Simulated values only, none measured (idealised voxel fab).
The following is a process module called voxel ribs on slabs.
This is section cut - it's 175 nm across, gridded in 5 nm square cells.
Cross-section format: a grid of square cells, given as bands from top to bottom; each band is one or more rows of cells.
Heads up on the band format: heights come first, top then bottom, in nm. After that it's the materials left to right, each with its width in nm. A single material flagged "everywhere" fills the whole band edge to edge, and "empty" means there's empty space there.
It should be noted that heights are counted from 0, beneath which the wafer as supplied is of one material throughout, and that the lowest band possesses no lower boundary but continues downward, as written in "0 -> down".
With a width like "30->40", each row of cells in the band differs from the next by the same amount, the top row carrying the first number and the bottom row the second.
"no modifications" after a step means that no cell of the cross-section changed.
So "Closed internal voids" is basically the list of trapped voids: any empty space of 8 cells or more that can't reach the top through an opening. They're written width x height at distance, the distance being from the left edge, and it's all nm.
Formally, on a step line, whatever follows the settings is a remark that the simulator itself makes on the step.
"overlay nm" on a masked step: distance the mask lay right of its planned place, negative for left.
-- Here's what the planned process steps look like
| 1 | RECEIVE [material Si] |
| 2 | DIRECTIONAL_DEP [material SiO2] [thk nm 30] |
| 3 | DIRECTIONAL_DEP [material SiN] [thk nm 15] |
| 4 | DIRECTIONAL_DEP [material aC] [thk nm 15] |
| 5 | PATTERN [tone cover] [mask id RIB] [material resist] [width nm 15] [thk nm 35] [overlay nm 0] |
| 6 | DIRECTIONAL_ETCH [etch materials aC] [depth nm 15] |
| 7 | STRIP [etch materials resist] |
| 8 | DIRECTIONAL_ETCH [etch materials SiN] [depth nm 5] |
| 9 | STRIP [etch materials aC] |
| 10 | DIRECTIONAL_DEP [material aC] [thk nm 15] |
| 11 | PATTERN [tone cover] [mask id SLAB] [material resist] [width nm 45] [thk nm 35] [overlay nm -15] |
| 12 | DIRECTIONAL_ETCH [etch materials aC] [depth nm 15] |
| 13 | STRIP [etch materials resist] |
| 14 | DIRECTIONAL_ETCH [etch materials SiN] [depth nm 10] |
| 15 | STRIP [etch materials aC] |
| 16 | FILL_DEP [material SiO2] [thk nm 20] |
| 17 | CMP [height nm 55] |
| 18 | DIRECTIONAL_DEP [material W] [thk nm 10] |
| 19 | DIRECTIONAL_DEP [material aC] [thk nm 10] |
| 20 | PATTERN [tone cover] [mask id HEATER] [material resist] [width nm 25] [thk nm 30] [overlay nm 0] |
| 21 | DIRECTIONAL_ETCH [etch materials aC] [depth nm 10] |
| 22 | STRIP [etch materials resist] |
| 23 | DIRECTIONAL_ETCH [etch materials W] [depth nm 10] |
| 24 | STRIP [etch materials aC] |
| 25 | CONFORMAL_DEP [material SiN] [thk nm 10] |
The wafers are alike at the start. At step 11, their overlay nm differs. The plan lists the first wafer's value.
-- Cross-section, first of several wafers, as delivered after step 1
  0 -> down: Si everywhere
  Closed internal voids: none
-- Cross-section, first of several wafers, end of module, after last step 25
  75 -> 65: 65 of empty, 45 of SiN, 65 of empty
  65 -> 55: 75 of SiN, 25 of W, 75 of SiN
  55 -> 45: SiO2 everywhere
  45 -> 40: 80 of SiO2, 15 of SiN, 80 of SiO2
  40 -> 30: 50 of SiO2, 45 of SiN, 80 of SiO2
  30 -> 0: SiO2 everywhere
  0 -> down: Si everywhere
  Closed internal voids: none
-- Last wafer x-sec, end of module
  75 -> 65: 65 of empty, 45 of SiN, 65 of empty
  65 -> 55: 75 of SiN, 25 of W, 75 of SiN
  55 -> 45: SiO2 everywhere
  45 -> 40: 80 of SiO2, 15 of SiN, 80 of SiO2
  40 -> 30: 80 of SiO2, 45 of SiN, 50 of SiO2
  30 -> 0: SiO2 everywhere
  0 -> down: Si everywhere
  Closed internal voids: none
-- Basically each wafer gets a line in the table, showing it at the end of the module: material by material, the cells it gained (+) or lost (-) since we got it, then its closed voids
overlay nm -15; +99 SiN; +364 SiO2; +10 W; Closed internal voids: none
overlay nm -10; +99 SiN; +364 SiO2; +10 W; Closed internal voids: none
overlay nm -5; +99 SiN; +364 SiO2; +10 W; Closed internal voids: none
overlay nm 0; +99 SiN; +364 SiO2; +10 W; Closed internal voids: none
overlay nm 5; +99 SiN; +364 SiO2; +10 W; Closed internal voids: none
overlay nm 10; +99 SiN; +364 SiO2; +10 W; Closed internal voids: none
overlay nm 15; +99 SiN; +364 SiO2; +10 W; Closed internal voids: none
